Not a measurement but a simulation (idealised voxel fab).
The process module that follows is named voxel wiring stack.
Cross-sectional view cut (width: 235 nm; square cell size: 5 nm).
Cross-sections here: square-cell grids, written as top-down lists of bands, a band being one or more rows of cells. Basically the band line says how high the top is and how high the bottom is, in nm, and then what's in it from left to right, every material with its width in nm. Empty space shows up as "air", and if a single material carries "all across" it runs the full band edge to edge. Height reference: 0 = level under which incoming wafer is all one material. Lowest band: no bottom, runs on downward, e.g. "0 and below". Quick explanation for "30 to 40": the width changes in equal steps down the rows of cells, from the first number in the band's top row to the second number in its bottom row. Any step labelled "all unchanged" changed none of the cells in the cross-section. "Closed void listing": empty spaces of 8 cells or more with no open way to the top, each given as width x height at distance, distance from the left edge, all in nm. On a step's line, text after the settings is the simulator commenting on that step. What "overlay nm" on a step's line means: if the step has a mask, that mask lay this far to the right of its planned place, or, when the value is negative, to the left. Pairs from here to the end. Each: cross-section before one process step, cross-section after it, the latter only as far down as the lowest band that changed. Under each: the step between, and its settings. Mind that the pairs may be taken from different runs of this module on the same starting wafer; whether a pair continues from the pair above depends on its entry headed "Geometry before processing", and it does only where that entry says so.
## Geometry before processing
* 75 down to 65 = W all across
* 65 down to 60 = TiN 60, then W 5, then TiN 40, then W 5, then TiN 40, then W 5, then TiN 80
* 60 down to 40 = SiO2 55, then TiN 5, then W 5, then TiN 5, then SiO2 30, then TiN 5, then W 5, then TiN 5, then SiO2 30, then TiN 5, then W 5, then TiN 5, then SiO2 75
* 40 down to 35 = SiCN 55, then TiN 15, then SiCN 30, then TiN 15, then SiCN 30, then TiN 15, then SiCN 75
* 35 down to 30 = lowk all across
* 30 down to 10 = lowk 55, then W 30, then lowk 15, then W 30, then lowk 15, then W 30, then lowk 60
* 10 down to 0 = SiO2 all across
* 0 and below = Si all across
* Closed void listing: none
## Step Result
* 60 down to 40 = SiO2 55, then TiN 5, then W 5, then TiN 5, then SiO2 30, then TiN 5, then W 5, then TiN 5, then SiO2 30, then TiN 5, then W 5, then TiN 5, then SiO2 75
* Everything under 40 stays put, no change at all.
* Closed void listing: none
What step was run between the cross-section before it and the cross-section after it, both above? op CMP | height nm 60
Geometry before processing: nothing new to draw here, it's the after view of the pair just above.
## Step Result
* 65 down to 60 = SiCN all across
* Everything under 60 stays put, no change at all.
* Closed void listing: none
What step was run between the cross-section before it and the cross-section after it, both above? op CONFORMAL_DEP | material SiCN | thk nm 5
Geometry before processing: nothing new to draw here, it's the after view of the pair just above.
## Step Result
* 85 down to 65 = lowk all across
* Everything under 65 stays put, no change at all.
* Closed void listing: none
What step was run between the cross-section before it and the cross-section after it, both above? op DIRECTIONAL_DEP | material lowk | thk nm 20
Geometry before processing: nothing new to draw here, it's the after view of the pair just above.
## Step Result
* 100 down to 85 = resist 55, then air 30, then resist 15, then air 30, then resist 15, then air 30, then resist 60
* Everything under 85 stays put, no change at all.
* Closed void listing: none
What step was run between the cross-section before it and the cross-section after it, both above? op PATTERN | tone open | mask id METAL_2 | material resist | width nm 30 | pitch nm 45 | thk nm 15 | overlay nm 0
Geometry before processing: nothing new to draw here, it's the after view of the pair just above.
## Step Result
* 100 down to 85 = resist 55, then air 30, then resist 15, then air 30, then resist 15, then air 30, then resist 60
* 85 down to 65 = lowk 55, then air 30, then lowk 15, then air 30, then lowk 15, then air 30, then lowk 60
* Everything under 65 stays put, no change at all.
* Closed void listing: none
What step was run between the cross-section before it and the cross-section after it, both above? op DIRECTIONAL_ETCH | etch materials lowk | depth nm 20
Geometry before processing: nothing new to draw here, it's the after view of the pair just above.
## Step Result
* 100 down to 85 = resist 55, then air 30, then resist 15, then air 30, then resist 15, then air 30, then resist 60
* 85 down to 65 = lowk 55, then air 30, then lowk 15, then air 30, then lowk 15, then air 30, then lowk 60
* 65 down to 60 = SiCN 55, then air 30, then SiCN 15, then air 30, then SiCN 15, then air 30, then SiCN 60
* Everything under 60 stays put, no change at all.
* Closed void listing: none
What step was run between the cross-section before it and the cross-section after it, both above? op DIRECTIONAL_ETCH | etch materials SiCN | depth nm 5
Geometry before processing: nothing new to draw here, it's the after view of the pair just above.
## Step Result
* 85 down to 65 = lowk 55, then air 30, then lowk 15, then air 30, then lowk 15, then air 30, then lowk 60
* Everything under 65 stays put, no change at all.
* Closed void listing: none
What step was run between the cross-section before it and the cross-section after it, both above? op STRIP | etch materials resist
Geometry before processing: nothing new to draw here, it's the after view of the pair just above.
## Step Result
* 90 down to 85 = TiN 60, then air 20, then TiN 25, then air 20, then TiN 25, then air 20, then TiN 65
* 85 down to 65 = lowk 55, then TiN 5, then air 20, then TiN 5, then lowk 15, then TiN 5, then air 20, then TiN 5, then lowk 15, then TiN 5, then air 20, then TiN 5, then lowk 60
* 65 down to 60 = SiCN 55, then TiN 30, then SiCN 15, then TiN 30, then SiCN 15, then TiN 30, then SiCN 60
* Everything under 60 stays put, no change at all.
* Closed void listing: none
What step was run between the cross-section before it and the cross-section after it, both above? op CONFORMAL_DEP | material TiN | thk nm 5
Geometry before processing: nothing new to draw here, it's the after view of the pair just above.
## Step Result
* 95 down to 90 = Cu all across
* 90 down to 85 = TiN 60, then Cu 20, then TiN 25, then Cu 20, then TiN 25, then Cu 20, then TiN 65
* 85 down to 65 = lowk 55, then TiN 5, then Cu 20, then TiN 5, then lowk 15, then TiN 5, then Cu 20, then TiN 5, then lowk 15, then TiN 5, then Cu 20, then TiN 5, then lowk 60
* Everything under 65 stays put, no change at all.
* Closed void listing: none
What step was run between the cross-section before it and the cross-section after it, both above? op FILL_DEP | material Cu | thk nm 5
Geometry before processing: nothing new to draw here, it's the after view of the pair just above.
## Step Result
* 85 down to 65 = lowk 55, then TiN 5, then Cu 20, then TiN 5, then lowk 15, then TiN 5, then Cu 20, then TiN 5, then lowk 15, then TiN 5, then Cu 20, then TiN 5, then lowk 60
* Everything under 65 stays put, no change at all.
* Closed void listing: none
What step was run between the cross-section before it and the cross-section after it, both above? op CMP | height nm 85
Geometry before processing: nothing new to draw here, it's the after view of the pair just above.
## Step Result
* 90 down to 85 = SiCN all across
* Everything under 85 stays put, no change at all.
* Closed void listing: none
What step was run between the cross-section before it and the cross-section after it, both above? op CONFORMAL_DEP | material SiCN | thk nm 5
Geometry before processing: nothing new to draw here, it's the after view of the pair just above.
## Step Result
* 120 down to 90 = SiO2 all across
* Everything under 90 stays put, no change at all.
* Closed void listing: none
What step was run between the cross-section before it and the cross-section after it, both above? op DIRECTIONAL_DEP | material SiO2 | thk nm 30
Geometry before processing: nothing new to draw here, it's the after view of the pair just above.
## Step Result
* 135 down to 120 = resist 55, then air 30, then resist 15, then air 30, then resist 15, then air 30, then resist 60
* Everything under 120 stays put, no change at all.
* Closed void listing: none
What step was run between the cross-section before it and the cross-section after it, both above? op PATTERN | tone open | mask id METAL_3 | material resist | width nm 30 | pitch nm 45 | thk nm 15 | overlay nm 0
Geometry before processing: nothing new to draw here, it's the after view of the pair just above.
## Step Result
* 135 down to 120 = resist 55, then air 30, then resist 15, then air 30, then resist 15, then air 30, then resist 60
* 120 down to 100 = SiO2 55, then air 30, then SiO2 15, then air 30, then SiO2 15, then air 30, then SiO2 60
* Everything under 100 stays put, no change at all.
* Closed void listing: none
What step was run between the cross-section before it and the cross-section after it, both above? op DIRECTIONAL_ETCH | etch materials SiO2 | depth nm 20
Geometry before processing: nothing new to draw here, it's the after view of the pair just above.
## Step Result
* 120 down to 100 = SiO2 55, then air 30, then SiO2 15, then air 30, then SiO2 15, then air 30, then SiO2 60
* Everything under 100 stays put, no change at all.
* Closed void listing: none
What step was run between the cross-section before it and the cross-section after it, both above? op STRIP | etch materials resist
Geometry before processing: nothing new to draw here, it's the after view of the pair just above.
## Step Result
* 140 down to 120 = resist 55, then air 15, then resist 75, then air 15, then resist 75
* 120 down to 100 = SiO2 55, then air 15, then resist 15, then SiO2 15, then resist 30, then SiO2 15, then air 15, then resist 15, then SiO2 60
* Everything under 100 stays put, no change at all.
* Closed void listing: none
What step was run between the cross-section before it and the cross-section after it, both above? op PATTERN | tone open | mask id METAL_3_HOLES | material resist | width nm 15 | pitch nm 90 | thk nm 20 | overlay nm 0
Geometry before processing: nothing new to draw here, it's the after view of the pair just above.
## Step Result
* 140 down to 120 = resist 55, then air 15, then resist 75, then air 15, then resist 75
* 120 down to 100 = SiO2 55, then air 15, then resist 15, then SiO2 15, then resist 30, then SiO2 15, then air 15, then resist 15, then SiO2 60
* 100 down to 90 = SiO2 55, then air 15, then SiO2 75, then air 15, then SiO2 75
* Everything under 90 stays put, no change at all.
* Closed void listing: none
What step was run between the cross-section before it and the cross-section after it, both above? op DIRECTIONAL_ETCH | etch materials SiO2 | depth nm 10
Geometry before processing: nothing new to draw here, it's the after view of the pair just above.
## Step Result
* 140 down to 120 = resist 55, then air 15, then resist 75, then air 15, then resist 75
* 120 down to 100 = SiO2 55, then air 15, then resist 15, then SiO2 15, then resist 30, then SiO2 15, then air 15, then resist 15, then SiO2 60
* 100 down to 90 = SiO2 55, then air 15, then SiO2 75, then air 15, then SiO2 75
* 90 down to 85 = SiCN 55, then air 15, then SiCN 75, then air 15, then SiCN 75
* Everything under 85 stays put, no change at all.
* Closed void listing: none
What step was run between the cross-section before it and the cross-section after it, both above? op DIRECTIONAL_ETCH | etch materials SiCN | depth nm 5
Geometry before processing: nothing new to draw here, it's the after view of the pair just above.
## Step Result
* 120 down to 100 = SiO2 55, then air 30, then SiO2 15, then air 30, then SiO2 15, then air 30, then SiO2 60
* Everything under 100 stays put, no change at all.
* Closed void listing: none
What step was run between the cross-section before it and the cross-section after it, both above? op STRIP | etch materials resist
Geometry before processing: nothing new to draw here, it's the after view of the pair just above.
## Step Result
* 125 down to 120 = TiN 60, then air 20, then TiN 25, then air 20, then TiN 25, then air 20, then TiN 65
* 120 down to 105 = SiO2 55, then TiN 5, then air 20, then TiN 5, then SiO2 15, then TiN 5, then air 20, then TiN 5, then SiO2 15, then TiN 5, then air 20, then TiN 5, then SiO2 60
* 105 down to 100 = SiO2 55, then TiN 5, then air 5, then TiN 20, then SiO2 15, then TiN 30, then SiO2 15, then TiN 5, then air 5, then TiN 20, then SiO2 60
* 100 down to 90 = SiO2 55, then TiN 5, then air 5, then TiN 5, then SiO2 75, then TiN 5, then air 5, then TiN 5, then SiO2 75
* 90 down to 85 = SiCN 55, then TiN 15, then SiCN 75, then TiN 15, then SiCN 75
* Everything under 85 stays put, no change at all.
* Closed void listing: none
What step was run between the cross-section before it and the cross-section after it, both above? op CONFORMAL_DEP | material TiN | thk nm 5
Geometry before processing: nothing new to draw here, it's the after view of the pair just above.
## Step Result
* 130 down to 125 = Cu all across
* 125 down to 120 = TiN 60, then Cu 20, then TiN 25, then Cu 20, then TiN 25, then Cu 20, then TiN 65
* 120 down to 105 = SiO2 55, then TiN 5, then Cu 20, then TiN 5, then SiO2 15, then TiN 5, then Cu 20, then TiN 5, then SiO2 15, then TiN 5, then Cu 20, then TiN 5, then SiO2 60
* 105 down to 100 = SiO2 55, then TiN 5, then Cu 5, then TiN 20, then SiO2 15, then TiN 30, then SiO2 15, then TiN 5, then Cu 5, then TiN 20, then SiO2 60
* 100 down to 90 = SiO2 55, then TiN 5, then Cu 5, then TiN 5, then SiO2 75, then TiN 5, then Cu 5, then TiN 5, then SiO2 75
* Everything under 90 stays put, no change at all.
* Closed void listing: none
What step was run between the cross-section before it and the cross-section after it, both above? op FILL_DEP | material Cu | thk nm 5
Geometry before processing: nothing new to draw here, it's the after view of the pair just above.
## Step Result
* 120 down to 105 = SiO2 55, then TiN 5, then Cu 20, then TiN 5, then SiO2 15, then TiN 5, then Cu 20, then TiN 5, then SiO2 15, then TiN 5, then Cu 20, then TiN 5, then SiO2 60
* Everything under 105 stays put, no change at all.
* Closed void listing: none
What step was run between the cross-section before it and the cross-section after it, both above? op CMP | height nm 120
Geometry before processing: nothing new to draw here, it's the after view of the pair just above.
## Step Result
* 125 down to 120 = SiCN all across
* Everything under 120 stays put, no change at all.
* Closed void listing: none
What step was run between the cross-section before it and the cross-section after it, both above? op CONFORMAL_DEP | material SiCN | thk nm 5
Geometry before processing: nothing new to draw here, it's the after view of the pair just above.
## Step Result
* 155 down to 125 = lowk all across
* Everything under 125 stays put, no change at all.
* Closed void listing: none
What step was run between the cross-section before it and the cross-section after it, both above? op DIRECTIONAL_DEP | material lowk | thk nm 30
Geometry before processing: nothing new to draw here, it's the after view of the pair just above.
## Step Result
* 175 down to 155 = resist 55, then air 30, then resist 15, then air 30, then resist 15, then air 30, then resist 60
* Everything under 155 stays put, no change at all.
* Closed void listing: none
What step was run between the cross-section before it and the cross-section after it, both above? op PATTERN | tone open | mask id METAL_4 | material resist | width nm 30 | pitch nm 45 | thk nm 20 | overlay nm 0
Geometry before processing: nothing new to draw here, it's the after view of the pair just above.
## Step Result
* 175 down to 155 = resist 55, then air 30, then resist 15, then air 30, then resist 15, then air 30, then resist 60
* 155 down to 140 = lowk 55, then air 30, then lowk 15, then air 30, then lowk 15, then air 30, then lowk 60
* Everything under 140 stays put, no change at all.
* Closed void listing: none
What step was run between the cross-section before it and the cross-section after it, both above? op DIRECTIONAL_ETCH | etch materials lowk | depth nm 15
Geometry before processing: nothing new to draw here, it's the after view of the pair just above.
## Step Result
* 155 down to 140 = lowk 55, then air 30, then lowk 15, then air 30, then lowk 15, then air 30, then lowk 60
* Everything under 140 stays put, no change at all.
* Closed void listing: none
What step was run between the cross-section before it and the cross-section after it, both above? op STRIP | etch materials resist
Geometry before processing: nothing new to draw here, it's the after view of the pair just above.
## Step Result
* 155 down to 140 = lowk 55, then air 30, then lowk 15, then air 30, then lowk 15, then air 30, then lowk 60
* 140 down to 125 = lowk 55, then air 15, then lowk 30, then air 15, then lowk 30, then air 15, then lowk 75
* Everything under 125 stays put, no change at all.
* Closed void listing: none
What step was run between the cross-section before it and the cross-section after it, both above? op MASKED_ETCH | tone open | mask id METAL_4_HOLES | width nm 15 | pitch nm 45 | etch materials lowk | depth nm 15 | overlay nm 0
Geometry before processing: nothing new to draw here, it's the after view of the pair just above.
## Step Result
* 155 down to 140 = lowk 55, then air 30, then lowk 15, then air 30, then lowk 15, then air 30, then lowk 60
* 140 down to 125 = lowk 55, then air 15, then lowk 30, then air 15, then lowk 30, then air 15, then lowk 75
* 125 down to 120 = SiCN 55, then air 15, then SiCN 30, then air 15, then SiCN 30, then air 15, then SiCN 75
* Everything under 120 stays put, no change at all.
* Closed void listing: none
What step was run between the cross-section before it and the cross-section after it, both above? op MASKED_ETCH | tone open | mask id METAL_4_HOLES | width nm 15 | pitch nm 45 | etch materials SiCN | depth nm 5 | overlay nm 0
Geometry before processing: nothing new to draw here, it's the after view of the pair just above.
## Step Result
* 160 down to 155 = TiN 60, then air 20, then TiN 25, then air 20, then TiN 25, then air 20, then TiN 65
* 155 down to 145 = lowk 55, then TiN 5, then air 20, then TiN 5, then lowk 15, then TiN 5, then air 20, then TiN 5, then lowk 15, then TiN 5, then air 20, then TiN 5, then lowk 60
* 145 down to 140 = lowk 55, then TiN 5, then air 5, then TiN 20, then lowk 15, then TiN 5, then air 5, then TiN 20, then lowk 15, then TiN 5, then air 5, then TiN 20, then lowk 60
* 140 down to 125 = lowk 55, then TiN 5, then air 5, then TiN 5, then lowk 30, then TiN 5, then air 5, then TiN 5, then lowk 30, then TiN 5, then air 5, then TiN 5, then lowk 75
* 125 down to 120 = SiCN 55, then TiN 15, then SiCN 30, then TiN 15, then SiCN 30, then TiN 15, then SiCN 75
* Everything under 120 stays put, no change at all.
* Closed void listing: none
What step was run between the cross-section before it and the cross-section after it, both above? op CONFORMAL_DEP | material TiN | thk nm 5
Geometry before processing: nothing new to draw here, it's the after view of the pair just above.
## Step Result
* 170 down to 160 = Cu all across
* 160 down to 155 = TiN 60, then Cu 20, then TiN 25, then Cu 20, then TiN 25, then Cu 20, then TiN 65
* 155 down to 145 = lowk 55, then TiN 5, then Cu 20, then TiN 5, then lowk 15, then TiN 5, then Cu 20, then TiN 5, then lowk 15, then TiN 5, then Cu 20, then TiN 5, then lowk 60
* 145 down to 140 = lowk 55, then TiN 5, then Cu 5, then TiN 20, then lowk 15, then TiN 5, then Cu 5, then TiN 20, then lowk 15, then TiN 5, then Cu 5, then TiN 20, then lowk 60
* 140 down to 125 = lowk 55, then TiN 5, then Cu 5, then TiN 5, then lowk 30, then TiN 5, then Cu 5, then TiN 5, then lowk 30, then TiN 5, then Cu 5, then TiN 5, then lowk 75
* Everything under 125 stays put, no change at all.
* Closed void listing: none
What step was run between the cross-section before it and the cross-section after it, both above? op FILL_DEP | material Cu | thk nm 10
Geometry before processing: nothing new to draw here, it's the after view of the pair just above.
## Step Result
* 155 down to 145 = lowk 55, then TiN 5, then Cu 20, then TiN 5, then lowk 15, then TiN 5, then Cu 20, then TiN 5, then lowk 15, then TiN 5, then Cu 20, then TiN 5, then lowk 60
* Everything under 145 stays put, no change at all.
* Closed void listing: none
What step was run between the cross-section before it and the cross-section after it, both above? op CMP | height nm 155
Geometry before processing: nothing new to draw here, it's the after view of the pair just above.
## Step Result
* 160 down to 155 = SiN all across
* Everything under 155 stays put, no change at all.
* Closed void listing: none
What step was run between the cross-section before it and the cross-section after it, both above? op CONFORMAL_DEP | material SiN | thk nm 5
## Geometry before processing
* 120 down to 90 = SiO2 all across
* 90 down to 85 = SiCN all across
* 85 down to 65 = lowk 55, then TiN 5, then Cu 20, then TiN 5, then lowk 15, then TiN 5, then Cu 20, then TiN 5, then lowk 15, then TiN 5, then Cu 20, then TiN 5, then lowk 60
* 65 down to 60 = SiCN 55, then TiN 30, then SiCN 15, then TiN 30, then SiCN 15, then TiN 30, then SiCN 60
* 60 down to 40 = SiO2 55, then TiN 5, then W 5, then TiN 5, then SiO2 30, then TiN 5, then W 5, then TiN 5, then SiO2 30, then TiN 5, then W 5, then TiN 5, then SiO2 75
* 40 down to 35 = SiCN 55, then TiN 15, then SiCN 30, then TiN 15, then SiCN 30, then TiN 15, then SiCN 75
* 35 down to 15 = lowk 55, then W 30, then lowk 15, then W 30, then lowk 15, then W 30, then lowk 60
* 15 down to 10 = lowk 55, then TiN 30, then lowk 15, then TiN 30, then lowk 15, then TiN 30, then lowk 60
* 10 down to 0 = SiO2 all across
* 0 and below = Si all across
* Closed void listing: none
## Step Result
* 150 down to 90 = SiO2 all across
* Everything under 90 stays put, no change at all.
* Closed void listing: none
What step was run between the cross-section before it and the cross-section after it, both above? op DIRECTIONAL_DEP | material SiO2 | thk nm 30
Geometry before processing: nothing new to draw here, it's the after view of the pair just above.
## Step Result
* 165 down to 150 = resist 55, then air 30, then resist 15, then air 30, then resist 15, then air 30, then resist 60
* Everything under 150 stays put, no change at all.
* Closed void listing: none
What step was run between the cross-section before it and the cross-section after it, both above? op PATTERN | tone open | mask id METAL_3 | material resist | width nm 30 | pitch nm 45 | thk nm 15 | overlay nm 0
Geometry before processing: nothing new to draw here, it's the after view of the pair just above.
## Step Result
* 165 down to 150 = resist 55, then air 30, then resist 15, then air 30, then resist 15, then air 30, then resist 60
* 150 down to 130 = SiO2 55, then air 30, then SiO2 15, then air 30, then SiO2 15, then air 30, then SiO2 60
* Everything under 130 stays put, no change at all.
* Closed void listing: none
What step was run between the cross-section before it and the cross-section after it, both above? op DIRECTIONAL_ETCH | etch materials SiO2 | depth nm 20
Geometry before processing: nothing new to draw here, it's the after view of the pair just above.
## Step Result
* 150 down to 130 = SiO2 55, then air 30, then SiO2 15, then air 30, then SiO2 15, then air 30, then SiO2 60
* Everything under 130 stays put, no change at all.
* Closed void listing: none
What step was run between the cross-section before it and the cross-section after it, both above? op STRIP | etch materials resist
Geometry before processing: nothing new to draw here, it's the after view of the pair just above.
## Step Result
* 170 down to 150 = resist 55, then air 15, then resist 75, then air 15, then resist 75
* 150 down to 130 = SiO2 55, then air 15, then resist 15, then SiO2 15, then resist 30, then SiO2 15, then air 15, then resist 15, then SiO2 60
* Everything under 130 stays put, no change at all.
* Closed void listing: none
What step was run between the cross-section before it and the cross-section after it, both above? op PATTERN | tone open | mask id METAL_3_HOLES | material resist | width nm 15 | pitch nm 90 | thk nm 20 | overlay nm 0
Geometry before processing: nothing new to draw here, it's the after view of the pair just above.
## Step Result
* 170 down to 150 = resist 55, then air 15, then resist 75, then air 15, then resist 75
* 150 down to 130 = SiO2 55, then air 15, then resist 15, then SiO2 15, then resist 30, then SiO2 15, then air 15, then resist 15, then SiO2 60
* 130 down to 120 = SiO2 55, then air 15, then SiO2 75, then air 15, then SiO2 75
* Everything under 120 stays put, no change at all.
* Closed void listing: none
What step was run between the cross-section before it and the cross-section after it, both above? op DIRECTIONAL_ETCH | etch materials SiO2 | depth nm 10
Geometry before processing: nothing new to draw here, it's the after view of the pair just above.
## Step Result
* 150 down to 130 = SiO2 55, then air 30, then SiO2 15, then air 30, then SiO2 15, then air 30, then SiO2 60
* Everything under 130 stays put, no change at all.
* Closed void listing: none
What step was run between the cross-section before it and the cross-section after it, both above? op STRIP | etch materials resist
Geometry before processing: nothing new to draw here, it's the after view of the pair just above.
## Step Result
* 155 down to 150 = TiN 60, then air 20, then TiN 25, then air 20, then TiN 25, then air 20, then TiN 65
* 150 down to 135 = SiO2 55, then TiN 5, then air 20, then TiN 5, then SiO2 15, then TiN 5, then air 20, then TiN 5, then SiO2 15, then TiN 5, then air 20, then TiN 5, then SiO2 60
* 135 down to 130 = SiO2 55, then TiN 5, then air 5, then TiN 20, then SiO2 15, then TiN 30, then SiO2 15, then TiN 5, then air 5, then TiN 20, then SiO2 60
* 130 down to 125 = SiO2 55, then TiN 5, then air 5, then TiN 5, then SiO2 75, then TiN 5, then air 5, then TiN 5, then SiO2 75
* 125 down to 120 = SiO2 55, then TiN 15, then SiO2 75, then TiN 15, then SiO2 75
* Everything under 120 stays put, no change at all.
* Closed void listing: none
What step was run between the cross-section before it and the cross-section after it, both above? op CONFORMAL_DEP | material TiN | thk nm 5
Geometry before processing: nothing new to draw here, it's the after view of the pair just above.
## Step Result
* 160 down to 155 = Cu all across
* 155 down to 150 = TiN 60, then Cu 20, then TiN 25, then Cu 20, then TiN 25, then Cu 20, then TiN 65
* 150 down to 135 = SiO2 55, then TiN 5, then Cu 20, then TiN 5, then SiO2 15, then TiN 5, then Cu 20, then TiN 5, then SiO2 15, then TiN 5, then Cu 20, then TiN 5, then SiO2 60
* 135 down to 130 = SiO2 55, then TiN 5, then Cu 5, then TiN 20, then SiO2 15, then TiN 30, then SiO2 15, then TiN 5, then Cu 5, then TiN 20, then SiO2 60
* 130 down to 125 = SiO2 55, then TiN 5, then Cu 5, then TiN 5, then SiO2 75, then TiN 5, then Cu 5, then TiN 5, then SiO2 75
* Everything under 125 stays put, no change at all.
* Closed void listing: none
What step was run between the cross-section before it and the cross-section after it, both above? op FILL_DEP | material Cu | thk nm 5
Geometry before processing: nothing new to draw here, it's the after view of the pair just above.
## Step Result
* 120 down to 90 = SiO2 all across
* Everything under 90 stays put, no change at all.
* Closed void listing: none
What step was run between the cross-section before it and the cross-section after it, both above? op CMP | height nm 120
Geometry before processing: nothing new to draw here, it's the after view of the pair just above.
## Step Result
* 125 down to 120 = SiCN all across
* Everything under 120 stays put, no change at all.
* Closed void listing: none
What step was run between the cross-section before it and the cross-section after it, both above? op CONFORMAL_DEP | material SiCN | thk nm 5
Geometry before processing: nothing new to draw here, it's the after view of the pair just above.
## Step Result
* 155 down to 125 = lowk all across
* Everything under 125 stays put, no change at all.
* Closed void listing: none
What step was run between the cross-section before it and the cross-section after it, both above? op DIRECTIONAL_DEP | material lowk | thk nm 30
Geometry before processing: nothing new to draw here, it's the after view of the pair just above.
## Step Result
* 175 down to 155 = resist 55, then air 30, then resist 15, then air 30, then resist 15, then air 30, then resist 60
* Everything under 155 stays put, no change at all.
* Closed void listing: none
What step was run between the cross-section before it and the cross-section after it, both above? op PATTERN | tone open | mask id METAL_4 | material resist | width nm 30 | pitch nm 45 | thk nm 20 | overlay nm 0
Geometry before processing: nothing new to draw here, it's the after view of the pair just above.
## Step Result
* 175 down to 155 = resist 55, then air 30, then resist 15, then air 30, then resist 15, then air 30, then resist 60
* 155 down to 140 = lowk 55, then air 30, then lowk 15, then air 30, then lowk 15, then air 30, then lowk 60
* Everything under 140 stays put, no change at all.
* Closed void listing: none
What step was run between the cross-section before it and the cross-section after it, both above? op DIRECTIONAL_ETCH | etch materials lowk | depth nm 15
Geometry before processing: nothing new to draw here, it's the after view of the pair just above.
## Step Result
* 155 down to 140 = lowk 55, then air 30, then lowk 15, then air 30, then lowk 15, then air 30, then lowk 60
* Everything under 140 stays put, no change at all.
* Closed void listing: none
What step was run between the cross-section before it and the cross-section after it, both above? op STRIP | etch materials resist
Geometry before processing: nothing new to draw here, it's the after view of the pair just above.
## Step Result
* 155 down to 140 = lowk 55, then air 30, then lowk 15, then air 30, then lowk 15, then air 30, then lowk 60
* 140 down to 125 = lowk 55, then air 15, then lowk 30, then air 15, then lowk 30, then air 15, then lowk 75
* Everything under 125 stays put, no change at all.
* Closed void listing: none
What step was run between the cross-section before it and the cross-section after it, both above? op MASKED_ETCH | tone open | mask id METAL_4_HOLES | width nm 15 | pitch nm 45 | etch materials lowk | depth nm 15 | overlay nm 0
Geometry before processing: nothing new to draw here, it's the after view of the pair just above.
## Step Result
* 155 down to 140 = lowk 55, then air 30, then lowk 15, then air 30, then lowk 15, then air 30, then lowk 60
* 140 down to 125 = lowk 55, then air 15, then lowk 30, then air 15, then lowk 30, then air 15, then lowk 75
* 125 down to 120 = SiCN 55, then air 15, then SiCN 30, then air 15, then SiCN 30, then air 15, then SiCN 75
* Everything under 120 stays put, no change at all.
* Closed void listing: none
What step was run between the cross-section before it and the cross-section after it, both above? op MASKED_ETCH | tone open | mask id METAL_4_HOLES | width nm 15 | pitch nm 45 | etch materials SiCN | depth nm 5 | overlay nm 0
Geometry before processing: nothing new to draw here, it's the after view of the pair just above.
## Step Result
* 160 down to 155 = TiN 60, then air 20, then TiN 25, then air 20, then TiN 25, then air 20, then TiN 65
* 155 down to 145 = lowk 55, then TiN 5, then air 20, then TiN 5, then lowk 15, then TiN 5, then air 20, then TiN 5, then lowk 15, then TiN 5, then air 20, then TiN 5, then lowk 60
* 145 down to 140 = lowk 55, then TiN 5, then air 5, then TiN 20, then lowk 15, then TiN 5, then air 5, then TiN 20, then lowk 15, then TiN 5, then air 5, then TiN 20, then lowk 60
* 140 down to 125 = lowk 55, then TiN 5, then air 5, then TiN 5, then lowk 30, then TiN 5, then air 5, then TiN 5, then lowk 30, then TiN 5, then air 5, then TiN 5, then lowk 75
* 125 down to 120 = SiCN 55, then TiN 15, then SiCN 30, then TiN 15, then SiCN 30, then TiN 15, then SiCN 75
* Everything under 120 stays put, no change at all.
* Closed void listing: none
What step was run between the cross-section before it and the cross-section after it, both above? op CONFORMAL_DEP | material TiN | thk nm 5
Geometry before processing: nothing new to draw here, it's the after view of the pair just above.
## Step Result
* 170 down to 160 = Cu all across
* 160 down to 155 = TiN 60, then Cu 20, then TiN 25, then Cu 20, then TiN 25, then Cu 20, then TiN 65
* 155 down to 145 = lowk 55, then TiN 5, then Cu 20, then TiN 5, then lowk 15, then TiN 5, then Cu 20, then TiN 5, then lowk 15, then TiN 5, then Cu 20, then TiN 5, then lowk 60
* 145 down to 140 = lowk 55, then TiN 5, then Cu 5, then TiN 20, then lowk 15, then TiN 5, then Cu 5, then TiN 20, then lowk 15, then TiN 5, then Cu 5, then TiN 20, then lowk 60
* 140 down to 125 = lowk 55, then TiN 5, then Cu 5, then TiN 5, then lowk 30, then TiN 5, then Cu 5, then TiN 5, then lowk 30, then TiN 5, then Cu 5, then TiN 5, then lowk 75
* Everything under 125 stays put, no change at all.
* Closed void listing: none
What step was run between the cross-section before it and the cross-section after it, both above? op FILL_DEP | material Cu | thk nm 10
Geometry before processing: nothing new to draw here, it's the after view of the pair just above.
## Step Result
* 155 down to 145 = lowk 55, then TiN 5, then Cu 20, then TiN 5, then lowk 15, then TiN 5, then Cu 20, then TiN 5, then lowk 15, then TiN 5, then Cu 20, then TiN 5, then lowk 60
* Everything under 145 stays put, no change at all.
* Closed void listing: none
What step was run between the cross-section before it and the cross-section after it, both above? op CMP | height nm 155
Geometry before processing: nothing new to draw here, it's the after view of the pair just above.
## Step Result
* 160 down to 155 = SiN all across
* Everything under 155 stays put, no change at all.
* Closed void listing: none
What step was run between the cross-section before it and the cross-section after it, both above? op CONFORMAL_DEP | material SiN | thk nm 5
## Geometry before processing
* 35 down to 15 = lowk 55, then W 30, then lowk 15, then W 30, then lowk 15, then W 30, then lowk 60
* 15 down to 10 = lowk 55, then TiN 30, then lowk 15, then TiN 30, then lowk 15, then TiN 30, then lowk 60
* 10 down to 0 = SiO2 all across
* 0 and below = Si all across
* Closed void listing: none
## Step Result
* 55 down to 35 = SiO2 all across
* Everything under 35 stays put, no change at all.
* Closed void listing: none
What step was run between the cross-section before it and the cross-section after it, both above? op DIRECTIONAL_DEP | material SiO2 | thk nm 20
Geometry before processing: nothing new to draw here, it's the after view of the pair just above.
## Step Result
* 60 down to 55 = SiCN all across
* Everything under 55 stays put, no change at all.
* Closed void listing: none
What step was run between the cross-section before it and the cross-section after it, both above? op CONFORMAL_DEP | material SiCN | thk nm 5
Geometry before processing: nothing new to draw here, it's the after view of the pair just above.
## Step Result
* 75 down to 60 = aC all across
* Everything under 60 stays put, no change at all.
* Closed void listing: none
What step was run between the cross-section before it and the cross-section after it, both above? op DIRECTIONAL_DEP | material aC | thk nm 15
Geometry before processing: nothing new to draw here, it's the after view of the pair just above.
## Step Result
* 110 down to 75 = resist 55, then air 15, then resist 30, then air 15, then resist 30, then air 15, then resist 75
* Everything under 75 stays put, no change at all.
* Closed void listing: none
What step was run between the cross-section before it and the cross-section after it, both above? op PATTERN | tone open | mask id PLUG_1 | material resist | width nm 15 | pitch nm 45 | thk nm 35 | overlay nm 0
Geometry before processing: nothing new to draw here, it's the after view of the pair just above.
## Step Result
* 95 down to 75 = resist 55, then air 15, then resist 30, then air 15, then resist 30, then air 15, then resist 75
* 75 down to 60 = aC 55, then air 15, then aC 30, then air 15, then aC 30, then air 15, then aC 75
* Everything under 60 stays put, no change at all.
* Closed void listing: none
What step was run between the cross-section before it and the cross-section after it, both above? op DIRECTIONAL_ETCH | etch materials aC | depth nm 15
